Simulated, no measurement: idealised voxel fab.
Herein follows the process module entitled voxel released beams.
Shown is cross-section cut, with a width of 220 nm and square cells of size 5 nm.
Each cross-section below is a grid of square cells, stated as bands in top-down order, with one or more rows of cells making up each band.
The entry gives the band's vertical extent as a top height and a bottom height in nm, then its horizontal make-up as materials from left to right, each with a width in nm. "empty" stands for empty space; a single material marked "everywhere" fills the band edge to edge.
Basically, 0 is our baseline, since under it the wafer straight out of the box is all one material. The bottom band has no lower end and keeps on going down, so it looks like "0 nm and below".
The width entry "30..40" should be interpreted row by row: the top row of cells in the band takes the first number, the bottom row takes the second number, and the change between adjacent rows is uniform throughout.
Step marked "remained unchanged"? Then no cell in the cross-section changed in it.
Closed empty spaces (no open way to the top) of 8 cells or more are what "Sealed voids" lists, each as width x height at distance from the left edge, nm for all three.
Where a step's line continues beyond its settings, the continuation is a remark by the simulator itself on that step.
The line of a step may include "overlay nm". On a step with a mask, this value is how far to the right of its planned place the mask lay. A negative value means the mask lay to the left.

**Steps planned for the process**
1: RECEIVE,material Si
2: CONFORMAL_DEP,material Al2O3,thk nm 10
3: DIRECTIONAL_DEP,material SiO2,thk nm 20
4: DIRECTIONAL_DEP,material aC,thk nm 10
5: PATTERN,tone open,mask id ANCHOR,material resist,width nm 45,thk nm 25,overlay nm 0
6: DIRECTIONAL_ETCH,etch materials aC,depth nm 10
7: STRIP,etch materials resist
8: DIRECTIONAL_ETCH,etch materials SiO2,depth nm 20
9: STRIP,etch materials aC
10: CONFORMAL_DEP,material polySi,thk nm 15
11: PATTERN,tone cover,mask id BEAM,material resist,width nm 130,thk nm 15,overlay nm 0
12: DIRECTIONAL_ETCH,etch materials polySi,depth nm 15
13: STRIP,etch materials resist
14: STRIP,etch materials SiO2

**Cross-section of the wafer upon arrival, representing the state reached after step 1**
0 nm and below  Si everywhere
Sealed voids: none

**Cross-section at module end, one run error; start and plan unchanged from above**
45 nm to 30 nm  empty 40 nm; polySi 65 nm; empty 115 nm
30 nm to 25 nm  empty 30 nm; polySi 15 nm; SiO2 45 nm; polySi 15 nm; empty 115 nm
25 nm to 10 nm  empty 30 nm; polySi 15 nm; SiO2 45 nm; polySi 80 nm; empty 50 nm
10 nm to 0 nm  Al2O3 everywhere
0 nm and below  Si everywhere
Sealed voids: none
Error vs. plan: for step 5, the planned setting was not used; the step was instead run as PATTERN,tone cover,mask id ANCHOR,material resist,width nm 45,thk nm 25,overlay nm 0
